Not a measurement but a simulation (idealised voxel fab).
Herein follows the process module entitled voxel self aligned contacts.
FYI the section here is cut, 205 nm wide, cells are 5 nm squares.
Just so we're on the same page, the cross-sections are grids of square cells, and they're listed out in bands top to bottom, each band one or more rows deep.
Per band: top height and bottom height in nm, followed by the left-to-right materials and their widths in nm; "edge to edge" marks a single material spanning edge to edge, "empty" marks empty space.
Where do heights start? At 0: under that level the wafer as delivered is made of one material only. And the lowest band has no floor; it just carries on downward, as in "0 and below".
A width given as "30..40" starts at the first number in the band's top row and ends at the second number in its bottom row, shifting by an equal amount at every step from row to row.
For the purposes of this document, the phrase "no alteration" attached to a step denotes that no cell within the cross-section was modified by that step.
In the "Unvented voids" entry, you get each enclosed empty space of 8 cells or more, one with no open way to the top, written width x height at distance, distance from the left edge, in nm.
If you see something after the settings on a step's line, that's the simulator's own remark about that step.
"overlay nm" answers the question of how far to the right of plan the mask lay on a step that has a mask, and when it is negative the answer is to the left.

List of planned process steps:
1 RECEIVE with material Si
2 CONFORMAL_DEP with material SiO2, thk nm 5
3 DIRECTIONAL_DEP with material polySi, thk nm 25
4 DIRECTIONAL_DEP with material SiN, thk nm 20
5 MASKED_ETCH with tone cover, mask id GATE, width nm 25, pitch nm 60, etch materials SiN, depth nm 20, overlay nm 0
6 MASKED_ETCH with tone cover, mask id GATE, width nm 25, pitch nm 60, etch materials polySi, depth nm 25, overlay nm 0
7 CONFORMAL_DEP with material SiN, thk nm 10
8 DIRECTIONAL_ETCH with etch materials SiN, depth nm 10
9 FILL_DEP with material SiO2, thk nm 10
10 CMP with height nm 55
11 DIRECTIONAL_DEP with material aC, thk nm 10
12 PATTERN with tone open, mask id CONTACT, material resist, width nm 45, pitch nm 60, thk nm 30, overlay nm 0
13 DIRECTIONAL_ETCH with etch materials aC, depth nm 10
14 STRIP with etch materials resist
15 DIRECTIONAL_ETCH with etch materials SiO2, depth nm 55
16 STRIP with etch materials aC
17 CONFORMAL_DEP with material TiN, thk nm 5
18 FILL_DEP with material Ru, thk nm 5
19 CMP with height nm 55
20 CONFORMAL_DEP with material SiN, thk nm 5

So, the first of our two wafers, run just as we planned it:

Wafer as received: cross-section following step 1:
    0 and below: Si edge to edge
    Unvented voids: none

The wafer, seen in cross-section, after step 2:
    5 down to 0: SiO2 edge to edge
    Everything below 0 is unchanged.

The wafer, seen in cross-section, after step 3:
    30 down to 5: polySi edge to edge
    Everything below 5 is unchanged.

The wafer, seen in cross-section, after step 4:
    50 down to 30: SiN edge to edge
    Everything below 30 is unchanged.

The wafer, seen in cross-section, after step 5:
    50 down to 30: 30 empty, then 25 SiN, then 35 empty, then 25 SiN, then 35 empty, then 25 SiN, then 30 empty
    Everything below 30 is unchanged.

The wafer, seen in cross-section, after step 6:
    50 down to 30: 30 empty, then 25 SiN, then 35 empty, then 25 SiN, then 35 empty, then 25 SiN, then 30 empty
    30 down to 5: 30 empty, then 25 polySi, then 35 empty, then 25 polySi, then 35 empty, then 25 polySi, then 30 empty
    Everything below 5 is unchanged.

The wafer, seen in cross-section, after step 7:
    60 down to 30: 20 empty, then 45 SiN, then 15 empty, then 45 SiN, then 15 empty, then 45 SiN, then 20 empty
    30 down to 15: 20 empty, then 10 SiN, then 25 polySi, then 10 SiN, then 15 empty, then 10 SiN, then 25 polySi, then 10 SiN, then 15 empty, then 10 SiN, then 25 polySi, then 10 SiN, then 20 empty
    15 down to 5: 30 SiN, then 25 polySi, then 35 SiN, then 25 polySi, then 35 SiN, then 25 polySi, then 30 SiN
    Everything below 5 is unchanged.

The wafer, seen in cross-section, after step 8:
    50 down to 30: 20 empty, then 45 SiN, then 15 empty, then 45 SiN, then 15 empty, then 45 SiN, then 20 empty
    30 down to 5: 20 empty, then 10 SiN, then 25 polySi, then 10 SiN, then 15 empty, then 10 SiN, then 25 polySi, then 10 SiN, then 15 empty, then 10 SiN, then 25 polySi, then 10 SiN, then 20 empty
    Everything below 5 is unchanged.

The wafer, seen in cross-section, after step 9:
    60 down to 50: SiO2 edge to edge
    50 down to 30: 20 SiO2, then 45 SiN, then 15 SiO2, then 45 SiN, then 15 SiO2, then 45 SiN, then 20 SiO2
    30 down to 5: 20 SiO2, then 10 SiN, then 25 polySi, then 10 SiN, then 15 SiO2, then 10 SiN, then 25 polySi, then 10 SiN, then 15 SiO2, then 10 SiN, then 25 polySi, then 10 SiN, then 20 SiO2
    Everything below 5 is unchanged.

The wafer, seen in cross-section, after step 10:
    55 down to 50: SiO2 edge to edge
    Everything below 50 is unchanged.

The wafer, seen in cross-section, after step 11:
    65 down to 55: aC edge to edge
    Everything below 55 is unchanged.

The wafer, seen in cross-section, after step 12:
    95 down to 65: 50 resist, then 45 empty, then 15 resist, then 45 empty, then 50 resist
    Everything below 65 is unchanged.

The wafer, seen in cross-section, after step 13:
    85 down to 65: 50 resist, then 45 empty, then 15 resist, then 45 empty, then 50 resist
    65 down to 55: 50 aC, then 45 empty, then 15 aC, then 45 empty, then 50 aC
    Everything below 55 is unchanged.

The wafer, seen in cross-section, after step 14:
    65 down to 55: 50 aC, then 45 empty, then 15 aC, then 45 empty, then 50 aC
    Everything below 55 is unchanged.

The wafer, seen in cross-section, after step 15:
    65 down to 55: 50 aC, then 45 empty, then 15 aC, then 45 empty, then 50 aC
    55 down to 50: 50 SiO2, then 45 empty, then 15 SiO2, then 45 empty, then 50 SiO2
    50 down to 30: 20 SiO2, then 45 SiN, then 15 empty, then 45 SiN, then 15 empty, then 45 SiN, then 20 SiO2
    30 down to 5: 20 SiO2, then 10 SiN, then 25 polySi, then 10 SiN, then 15 empty, then 10 SiN, then 25 polySi, then 10 SiN, then 15 empty, then 10 SiN, then 25 polySi, then 10 SiN, then 20 SiO2
    5 down to 0: 65 SiO2, then 15 empty, then 45 SiO2, then 15 empty, then 65 SiO2
    Everything below 0 is unchanged.

The wafer, seen in cross-section, after step 16:
    55 down to 50: 50 SiO2, then 45 empty, then 15 SiO2, then 45 empty, then 50 SiO2
    Everything below 50 is unchanged.

The wafer, seen in cross-section, after step 17:
    60 down to 55: 55 TiN, then 35 empty, then 25 TiN, then 35 empty, then 55 TiN
    55 down to 50: 50 SiO2, then 20 TiN, then 5 empty, then 20 TiN, then 15 SiO2, then 20 TiN, then 5 empty, then 20 TiN, then 50 SiO2
    50 down to 30: 20 SiO2, then 45 SiN, then 5 TiN, then 5 empty, then 5 TiN, then 45 SiN, then 5 TiN, then 5 empty, then 5 TiN, then 45 SiN, then 20 SiO2
    30 down to 5: 20 SiO2, then 10 SiN, then 25 polySi, then 10 SiN, then 5 TiN, then 5 empty, then 5 TiN, then 10 SiN, then 25 polySi, then 10 SiN, then 5 TiN, then 5 empty, then 5 TiN, then 10 SiN, then 25 polySi, then 10 SiN, then 20 SiO2
    5 down to 0: 65 SiO2, then 15 TiN, then 45 SiO2, then 15 TiN, then 65 SiO2
    Everything below 0 is unchanged.

The wafer, seen in cross-section, after step 18:
    65 down to 60: Ru edge to edge
    60 down to 55: 55 TiN, then 35 Ru, then 25 TiN, then 35 Ru, then 55 TiN
    55 down to 50: 50 SiO2, then 20 TiN, then 5 Ru, then 20 TiN, then 15 SiO2, then 20 TiN, then 5 Ru, then 20 TiN, then 50 SiO2
    50 down to 30: 20 SiO2, then 45 SiN, then 5 TiN, then 5 Ru, then 5 TiN, then 45 SiN, then 5 TiN, then 5 Ru, then 5 TiN, then 45 SiN, then 20 SiO2
    30 down to 5: 20 SiO2, then 10 SiN, then 25 polySi, then 10 SiN, then 5 TiN, then 5 Ru, then 5 TiN, then 10 SiN, then 25 polySi, then 10 SiN, then 5 TiN, then 5 Ru, then 5 TiN, then 10 SiN, then 25 polySi, then 10 SiN, then 20 SiO2
    Everything below 5 is unchanged.

The wafer, seen in cross-section, after step 19:
    55 down to 50: 50 SiO2, then 20 TiN, then 5 Ru, then 20 TiN, then 15 SiO2, then 20 TiN, then 5 Ru, then 20 TiN, then 50 SiO2
    Everything below 50 is unchanged.

The wafer, seen in cross-section, after step 20:
    60 down to 55: SiN edge to edge
    Everything below 55 is unchanged.

Companion wafer, the second of two: same beginning, same intended sequence, one mistake in carrying it out; through step 5 inclusive it tracks the first exactly:

Here is the second wafer in cross-section at the point where step 6 of the plan should have been done:
    50 down to 30: 30 empty, then 25 SiN, then 35 empty, then 25 SiN, then 35 empty, then 25 SiN, then 30 empty
    30 down to 5: 25 empty, then 30 polySi, then 30 empty, then 30 polySi, then 30 empty, then 30 polySi, then 30 empty
    Everything below 5 is unchanged.

Here is the second wafer in cross-section at the point where step 7 of the plan should have been done:
    60 down to 40: 20 empty, then 45 SiN, then 15 empty, then 45 SiN, then 15 empty, then 45 SiN, then 20 empty
    40 down to 30: 15 empty, then 50 SiN, then 10 empty, then 50 SiN, then 10 empty, then 50 SiN, then 20 empty
    30 down to 15: 15 empty, then 10 SiN, then 30 polySi, then 10 SiN, then 10 empty, then 10 SiN, then 30 polySi, then 10 SiN, then 10 empty, then 10 SiN, then 30 polySi, then 10 SiN, then 20 empty
    15 down to 5: 25 SiN, then 30 polySi, then 30 SiN, then 30 polySi, then 30 SiN, then 30 polySi, then 30 SiN
    Everything below 5 is unchanged.

Here is the second wafer in cross-section at the point where step 8 of the plan should have been done:
    50 down to 30: 20 empty, then 45 SiN, then 15 empty, then 45 SiN, then 15 empty, then 45 SiN, then 20 empty
    30 down to 5: 15 empty, then 10 SiN, then 30 polySi, then 10 SiN, then 10 empty, then 10 SiN, then 30 polySi, then 10 SiN, then 10 empty, then 10 SiN, then 30 polySi, then 10 SiN, then 20 empty
    Everything below 5 is unchanged.

Here is the second wafer in cross-section at the point where step 9 of the plan should have been done:
    60 down to 50: SiO2 edge to edge
    50 down to 30: 20 SiO2, then 45 SiN, then 15 SiO2, then 45 SiN, then 15 SiO2, then 45 SiN, then 20 SiO2
    30 down to 5: 15 SiO2, then 10 SiN, then 30 polySi, then 10 SiN, then 10 SiO2, then 10 SiN, then 30 polySi, then 10 SiN, then 10 SiO2, then 10 SiN, then 30 polySi, then 10 SiN, then 20 SiO2
    Everything below 5 is unchanged.

Here is the second wafer in cross-section at the point where step 10 of the plan should have been done:
    55 down to 50: SiO2 edge to edge
    Everything below 50 is unchanged.

Here is the second wafer in cross-section at the point where step 11 of the plan should have been done:
    65 down to 55: aC edge to edge
    Everything below 55 is unchanged.

Here is the second wafer in cross-section at the point where step 12 of the plan should have been done:
    95 down to 65: 50 resist, then 45 empty, then 15 resist, then 45 empty, then 50 resist
    Everything below 65 is unchanged.

Here is the second wafer in cross-section at the point where step 13 of the plan should have been done:
    85 down to 65: 50 resist, then 45 empty, then 15 resist, then 45 empty, then 50 resist
    65 down to 55: 50 aC, then 45 empty, then 15 aC, then 45 empty, then 50 aC
    Everything below 55 is unchanged.

Here is the second wafer in cross-section at the point where step 14 of the plan should have been done:
    65 down to 55: 50 aC, then 45 empty, then 15 aC, then 45 empty, then 50 aC
    Everything below 55 is unchanged.

Here is the second wafer in cross-section at the point where step 15 of the plan should have been done:
    65 down to 55: 50 aC, then 45 empty, then 15 aC, then 45 empty, then 50 aC
    55 down to 50: 50 SiO2, then 45 empty, then 15 SiO2, then 45 empty, then 50 SiO2
    50 down to 30: 20 SiO2, then 45 SiN, then 15 empty, then 45 SiN, then 15 empty, then 45 SiN, then 20 SiO2
    30 down to 5: 15 SiO2, then 10 SiN, then 30 polySi, then 10 SiN, then 10 empty, then 10 SiN, then 30 polySi, then 10 SiN, then 10 empty, then 10 SiN, then 30 polySi, then 10 SiN, then 20 SiO2
    5 down to 0: 65 SiO2, then 10 empty, then 50 SiO2, then 10 empty, then 70 SiO2
    Everything below 0 is unchanged.

Here is the second wafer in cross-section at the point where step 16 of the plan should have been done:
    55 down to 50: 50 SiO2, then 45 empty, then 15 SiO2, then 45 empty, then 50 SiO2
    Everything below 50 is unchanged.

Here is the second wafer in cross-section at the point where step 17 of the plan should have been done:
    60 down to 55: 55 TiN, then 35 empty, then 25 TiN, then 35 empty, then 55 TiN
    55 down to 50: 50 SiO2, then 20 TiN, then 5 empty, then 20 TiN, then 15 SiO2, then 20 TiN, then 5 empty, then 20 TiN, then 50 SiO2
    50 down to 35: 20 SiO2, then 45 SiN, then 5 TiN, then 5 empty, then 5 TiN, then 45 SiN, then 5 TiN, then 5 empty, then 5 TiN, then 45 SiN, then 20 SiO2
    35 down to 30: 20 SiO2, then 45 SiN, then 15 TiN, then 45 SiN, then 15 TiN, then 45 SiN, then 20 SiO2
    30 down to 5: 15 SiO2, then 10 SiN, then 30 polySi, then 10 SiN, then 10 TiN, then 10 SiN, then 30 polySi, then 10 SiN, then 10 TiN, then 10 SiN, then 30 polySi, then 10 SiN, then 20 SiO2
    5 down to 0: 65 SiO2, then 10 TiN, then 50 SiO2, then 10 TiN, then 70 SiO2
    Everything below 0 is unchanged.

Here is the second wafer in cross-section at the point where step 18 of the plan should have been done:
    65 down to 60: Ru edge to edge
    60 down to 55: 55 TiN, then 35 Ru, then 25 TiN, then 35 Ru, then 55 TiN
    55 down to 50: 50 SiO2, then 20 TiN, then 5 Ru, then 20 TiN, then 15 SiO2, then 20 TiN, then 5 Ru, then 20 TiN, then 50 SiO2
    50 down to 35: 20 SiO2, then 45 SiN, then 5 TiN, then 5 Ru, then 5 TiN, then 45 SiN, then 5 TiN, then 5 Ru, then 5 TiN, then 45 SiN, then 20 SiO2
    Everything below 35 is unchanged.

Here is the second wafer in cross-section at the point where step 19 of the plan should have been done:
    55 down to 50: 50 SiO2, then 20 TiN, then 5 Ru, then 20 TiN, then 15 SiO2, then 20 TiN, then 5 Ru, then 20 TiN, then 50 SiO2
    Everything below 50 is unchanged.

Here is the second wafer in cross-section at the point where step 20 of the plan should have been done:
    60 down to 55: SiN edge to edge
    Everything below 55 is unchanged.
Here's what went sideways: heads up, step 6 didn't go per plan, it actually ran as MASKED_ETCH with tone cover, mask id GATE, width nm 25, pitch nm 60, etch materials polySi, depth nm 25, overlay nm -5
Final difference in cells, second wafer against first, listed per material as more or fewer: 12 fewer of Ru; 3 fewer of SiO2; 15 more of polySi
